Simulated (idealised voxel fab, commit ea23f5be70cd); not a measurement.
process module | voxel self aligned contacts
cross-section cut | 180 nm wide | cells 5 nm
A cross-section is a grid of square cells, given in bands from the top down. A band is one or more rows of cells.
Each band's line starts with the height of the band's top and of its bottom, in nm. Then come its materials from left to right, each with its width in nm. One material with "throughout" fills the band from edge to edge. "air" is empty space.
Height 0 is the level under which the wafer as received is all one material. The lowest band goes on downwards, as in "0 down".
A width such as "30 to 40" changes by the same amount from each row of cells to the next, from the band's top row to its bottom row.
"no change" after a step means that no cell of the cross-section changed.
closed voids: empty space of 8 cells or more with no open way to the top, each as width x height at its distance from the left edge, in nm
after a step's settings: what the simulator itself notes on the step
overlay nm, on a step with a mask: how far to the right of its planned place the mask lay; to the left if negative
plan
1 op RECEIVE | material Si
2 op OXIDIZE | depth nm 5
3 op DIRECTIONAL_DEP | material polySi | thk nm 30
4 op DIRECTIONAL_DEP | material SiN | thk nm 20
5 op MASKED_ETCH | tone cover | mask id GATE | width nm 25 | pitch nm 55 | etch materials SiN | depth nm 20 | overlay nm 0
6 op MASKED_ETCH | tone cover | mask id GATE | width nm 25 | pitch nm 55 | etch materials polySi | depth nm 30 | overlay nm 0
7 op CONFORMAL_DEP | material SiN | thk nm 5
8 op DIRECTIONAL_ETCH | etch materials SiN | depth nm 5
9 op FILL_DEP | material SiO2 | thk nm 20
10 op CMP | height nm 60
11 op MASKED_ETCH | tone open | mask id CONTACT | width nm 30 | pitch nm 55 | etch materials SiO2 | depth nm 65 | overlay nm 0
12 op CONFORMAL_DEP | material TiN | thk nm 5
13 op FILL_DEP | material Ru | thk nm 5
14 op CMP | height nm 60
15 op CONFORMAL_DEP | material SiCN | thk nm 5
varied across the wafers: width nm of step 11. The plan shows the first wafer's value. All wafers start alike
first wafer as received, after step 1
  0 down: Si throughout
  closed voids: none
first wafer at the end, after step 15
  65 to 60: SiCN throughout
  60 to 50: SiO2 45 | TiN 5 to 10 | Ru 20 to 10 | TiN 5 to 10 | SiO2 25 | TiN 5 to 10 | Ru 20 to 10 | TiN 5 to 10 | SiO2 50
  50 to 30: SiO2 15 | SiN 35 | TiN 5 | Ru 10 | TiN 5 | SiN 35 | TiN 5 | Ru 10 | TiN 5 | SiN 35 | SiO2 20
  30 to 0: SiO2 15 | SiN 5 | polySi 25 | SiN 5 | TiN 5 | Ru 10 | TiN 5 | SiN 5 | polySi 25 | SiN 5 | TiN 5 | Ru 10 | TiN 5 | SiN 5 | polySi 25 | SiN 5 | SiO2 20
  0 to -5: SiO2 50 | TiN 20 | SiO2 35 | TiN 20 | SiO2 55
  -5 down: Si throughout
  closed voids: none
last wafer at the end
  65 to 60: SiCN throughout
  60 to 50: SiO2 40 | TiN 5 to 15 | Ru 30 to 10 | TiN 5 to 15 | SiO2 15 | TiN 5 to 15 | Ru 30 to 10 | TiN 5 to 15 | SiO2 45
  50 to 30: SiO2 15 | SiN 35 | TiN 5 | Ru 10 | TiN 5 | SiN 35 | TiN 5 | Ru 10 | TiN 5 | SiN 35 | SiO2 20
  30 to 0: SiO2 15 | SiN 5 | polySi 25 | SiN 5 | TiN 5 | Ru 10 | TiN 5 | SiN 5 | polySi 25 | SiN 5 | TiN 5 | Ru 10 | TiN 5 | SiN 5 | polySi 25 | SiN 5 | SiO2 20
  0 to -5: SiO2 50 | TiN 20 | SiO2 35 | TiN 20 | SiO2 55
  -5 down: Si throughout
  closed voids: none
each wafer at the end: cells of each material gained (+) or lost (-) since it was received, then its closed voids
width nm 30 | +52 Ru | -36 Si | +36 SiCN | +120 SiN | +146 SiO2 | +60 TiN | +90 polySi | closed voids: none
width nm 35 | +54 Ru | -36 Si | +36 SiCN | +120 SiN | +142 SiO2 | +62 TiN | +90 polySi | closed voids: none
width nm 40 | +56 Ru | -36 Si | +36 SiCN | +120 SiN | +138 SiO2 | +64 TiN | +90 polySi | closed voids: none
